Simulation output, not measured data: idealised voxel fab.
Process module, titled voxel wiring stack
Section shown: cut. Width: 240 nm. Cell size: 5 nm, square.
Format of a cross-section: grid, square cells. Given as bands. Order: top down. Band: one or more rows of cells. Per band: top height and bottom height in nm, followed by the left-to-right materials and their widths in nm; "everywhere" marks a single material spanning edge to edge, "air" marks empty space. Note: height 0 marks the level under which the wafer is uniformly one material as received. Lowest band unbounded below, written "from 0 down". It should be noted that a width expressed as "30->40" varies in equal increments from row to row of cells within the band, taking the value of the first number at the top row and that of the second number at the bottom row. "everything unchanged" for a step: no cell of the cross-section changed in that step. Enclosed voids (no open way to top), threshold 8 cells or more, entry "Sealed void listing", notation width x height at distance, distance from left edge, nm. Whatever follows a step's settings on its line is a remark the simulator itself makes about that step. The setting "overlay nm" may be written on the line of a step. When the step uses a mask, the value reports how far to the right of the planned place the mask lay, and a negative value reports that it lay to the left.
## Process steps foreseen in the plan
1) RECEIVE: material Si
2) CONFORMAL_DEP: material SiO2, thk nm 10
3) DIRECTIONAL_DEP: material TiN, thk nm 5
4) DIRECTIONAL_DEP: material Ru, thk nm 15
5) PATTERN: tone cover, mask id METAL_1, material resist, width nm 20, pitch nm 45, thk nm 20, overlay nm 0
6) DIRECTIONAL_ETCH: etch materials Ru, depth nm 15
7) DIRECTIONAL_ETCH: etch materials TiN, depth nm 5
8) STRIP: etch materials resist
9) FILL_DEP: material SiO2, thk nm 10
10) CMP: height nm 30
11) CONFORMAL_DEP: material SiCN, thk nm 5
12) DIRECTIONAL_DEP: material SiO2, thk nm 25
13) PATTERN: tone open, mask id METAL_2_HOLES, material resist, width nm 15, pitch nm 45, thk nm 20, overlay nm 0
14) DIRECTIONAL_ETCH: etch materials SiO2, depth nm 25
15) STRIP: etch materials resist
16) DIRECTIONAL_DEP: material aC, thk nm 15
17) PATTERN: tone open, mask id METAL_2, material resist, width nm 20, pitch nm 45, thk nm 35, overlay nm 0
18) DIRECTIONAL_ETCH: etch materials aC, depth nm 15
19) STRIP: etch materials resist
20) DIRECTIONAL_ETCH: etch materials SiO2, depth nm 15
21) DIRECTIONAL_ETCH: etch materials SiCN, depth nm 5
22) STRIP: etch materials aC
23) CONFORMAL_DEP: material TiN, thk nm 5
24) FILL_DEP: material Cu, thk nm 10
25) CMP: height nm 60
26) CONFORMAL_DEP: material SiCN, thk nm 5
27) DIRECTIONAL_DEP: material SiO2, thk nm 15
28) DIRECTIONAL_DEP: material aC, thk nm 10
29) PATTERN: tone open, mask id PLUG_2, material resist, width nm 15, pitch nm 90, thk nm 25, overlay nm 0
30) DIRECTIONAL_ETCH: etch materials aC, depth nm 10
31) STRIP: etch materials resist
32) DIRECTIONAL_ETCH: etch materials SiO2, depth nm 15
33) DIRECTIONAL_ETCH: etch materials SiCN, depth nm 5
34) STRIP: etch materials aC
35) CONFORMAL_DEP: material TiN, thk nm 5
36) FILL_DEP: material Ru, thk nm 10
37) CMP: height nm 80
38) CONFORMAL_DEP: material SiN, thk nm 5
39) DIRECTIONAL_DEP: material SiO2, thk nm 15
40) PATTERN: tone open, mask id METAL_3, material resist, width nm 20, pitch nm 45, thk nm 20, overlay nm 0
41) DIRECTIONAL_ETCH: etch materials SiO2, depth nm 15
42) DIRECTIONAL_ETCH: etch materials SiN, depth nm 5
43) STRIP: etch materials resist
44) CONFORMAL_DEP: material TiN, thk nm 5
45) FILL_DEP: material Ru, thk nm 10
46) CMP: height nm 100
47) EPI: material Ru, thk nm 5
48) FILL_DEP: material SiCN, thk nm 5
## Cross-section of the wafer at receipt, which is the condition after step 1
- from 0 down  Si everywhere
- Sealed void listing: none
## Sectioned view, first of two wafers, at the close of the module, processed as intended in the plan
- from 110 to 105  SiCN everywhere
- from 105 to 100  SiCN 35 nm; Ru 30 nm; SiCN 15 nm; Ru 30 nm; SiCN 15 nm; Ru 30 nm; SiCN 15 nm; Ru 30 nm; SiCN 40 nm
- from 100 to 85  SiO2 40 nm; TiN 5 nm; Ru 10 nm; TiN 5 nm; SiO2 25 nm; TiN 5 nm; Ru 10 nm; TiN 5 nm; SiO2 25 nm; TiN 5 nm; Ru 10 nm; TiN 5 nm; SiO2 25 nm; TiN 5 nm; Ru 10 nm; TiN 5 nm; SiO2 45 nm
- from 85 to 80  SiN 40 nm; TiN 20 nm; SiN 25 nm; TiN 20 nm; SiN 25 nm; TiN 20 nm; SiN 25 nm; TiN 20 nm; SiN 45 nm
- from 80 to 65  SiO2 40 nm; TiN 5 nm; Ru 5 nm; TiN 5 nm; SiO2 75 nm; TiN 5 nm; Ru 5 nm; TiN 5 nm; SiO2 95 nm
- from 65 to 60  SiCN 40 nm; TiN 15 nm; SiCN 75 nm; TiN 15 nm; SiCN 95 nm
- from 60 to 50  SiO2 40 nm; TiN 5 nm; Cu 10 nm; TiN 5 nm; SiO2 25 nm; TiN 5 nm; Cu 10 nm; TiN 5 nm; SiO2 25 nm; TiN 5 nm; Cu 10 nm; TiN 5 nm; SiO2 25 nm; TiN 5 nm; Cu 10 nm; TiN 5 nm; SiO2 45 nm
- from 50 to 45  SiO2 40 nm; TiN 5 nm; Cu 5 nm; TiN 10 nm; SiO2 25 nm; TiN 5 nm; Cu 5 nm; TiN 10 nm; SiO2 25 nm; TiN 5 nm; Cu 5 nm; TiN 10 nm; SiO2 25 nm; TiN 5 nm; Cu 5 nm; TiN 10 nm; SiO2 45 nm
- from 45 to 35  SiO2 40 nm; TiN 5 nm; Cu 5 nm; TiN 5 nm; SiO2 30 nm; TiN 5 nm; Cu 5 nm; TiN 5 nm; SiO2 30 nm; TiN 5 nm; Cu 5 nm; TiN 5 nm; SiO2 30 nm; TiN 5 nm; Cu 5 nm; TiN 5 nm; SiO2 50 nm
- from 35 to 30  SiCN 40 nm; TiN 15 nm; SiCN 30 nm; TiN 15 nm; SiCN 30 nm; TiN 15 nm; SiCN 30 nm; TiN 15 nm; SiCN 50 nm
- from 30 to 15  SiO2 40 nm; Ru 20 nm; SiO2 25 nm; Ru 20 nm; SiO2 25 nm; Ru 20 nm; SiO2 25 nm; Ru 20 nm; SiO2 45 nm
- from 15 to 10  SiO2 40 nm; TiN 20 nm; SiO2 25 nm; TiN 20 nm; SiO2 25 nm; TiN 20 nm; SiO2 25 nm; TiN 20 nm; SiO2 45 nm
- from 10 to 0  SiO2 everywhere
- from 0 down  Si everywhere
- Sealed void listing: none
## End-of-module cross-section of the second wafer: identical starting point and process plan to the first, with one processing mistake
- from 110 to 105  SiCN everywhere
- from 105 to 100  SiCN 35 nm; Ru 30 nm; SiCN 15 nm; Ru 30 nm; SiCN 15 nm; Ru 30 nm; SiCN 15 nm; Ru 30 nm; SiCN 40 nm
- from 100 to 85  SiO2 40 nm; TiN 5 nm; Ru 10 nm; TiN 5 nm; SiO2 25 nm; TiN 5 nm; Ru 10 nm; TiN 5 nm; SiO2 25 nm; TiN 5 nm; Ru 10 nm; TiN 5 nm; SiO2 25 nm; TiN 5 nm; Ru 10 nm; TiN 5 nm; SiO2 45 nm
- from 85 to 80  SiN 40 nm; TiN 20 nm; SiN 25 nm; TiN 20 nm; SiN 25 nm; TiN 20 nm; SiN 25 nm; TiN 20 nm; SiN 45 nm
- from 80 to 65  SiO2 40 nm; TiN 5 nm; Ru 5 nm; TiN 5 nm; SiO2 75 nm; TiN 5 nm; Ru 5 nm; TiN 5 nm; SiO2 95 nm
- from 65 to 60  SiCN 40 nm; TiN 15 nm; SiCN 75 nm; TiN 15 nm; SiCN 95 nm
- from 60 to 50  SiO2 40 nm; TiN 5 nm; Cu 10 nm; TiN 5 nm; SiO2 25 nm; TiN 5 nm; Cu 10 nm; TiN 5 nm; SiO2 25 nm; TiN 5 nm; Cu 10 nm; TiN 5 nm; SiO2 25 nm; TiN 5 nm; Cu 10 nm; TiN 5 nm; SiO2 45 nm
- from 50 to 45  SiO2 40 nm; TiN 5 nm; Cu 5 nm; TiN 10 nm; SiO2 25 nm; TiN 5 nm; Cu 5 nm; TiN 10 nm; SiO2 25 nm; TiN 5 nm; Cu 5 nm; TiN 10 nm; SiO2 25 nm; TiN 5 nm; Cu 5 nm; TiN 10 nm; SiO2 45 nm
- from 45 to 35  SiO2 40 nm; TiN 5 nm; Cu 5 nm; TiN 5 nm; SiO2 30 nm; TiN 5 nm; Cu 5 nm; TiN 5 nm; SiO2 30 nm; TiN 5 nm; Cu 5 nm; TiN 5 nm; SiO2 30 nm; TiN 5 nm; Cu 5 nm; TiN 5 nm; SiO2 50 nm
- from 35 to 30  SiCN 40 nm; TiN 15 nm; SiCN 30 nm; TiN 15 nm; SiCN 30 nm; TiN 15 nm; SiCN 30 nm; TiN 15 nm; SiCN 50 nm
- from 30 to 25  SiO2 everywhere
- from 25 to 10  SiO2 40 nm; Ru 20 nm; SiO2 25 nm; Ru 20 nm; SiO2 25 nm; Ru 20 nm; SiO2 25 nm; Ru 20 nm; SiO2 45 nm
- from 10 to 0  SiO2 everywhere
- from 0 down  Si everywhere
- Sealed void listing: none
What broke from the plan during processing? step 3 of the plan was excluded from execution and never run
Per the end-of-run cell counts, the second wafer holds more or fewer of some materials than the first: 16 more of SiO2, 16 fewer of TiN
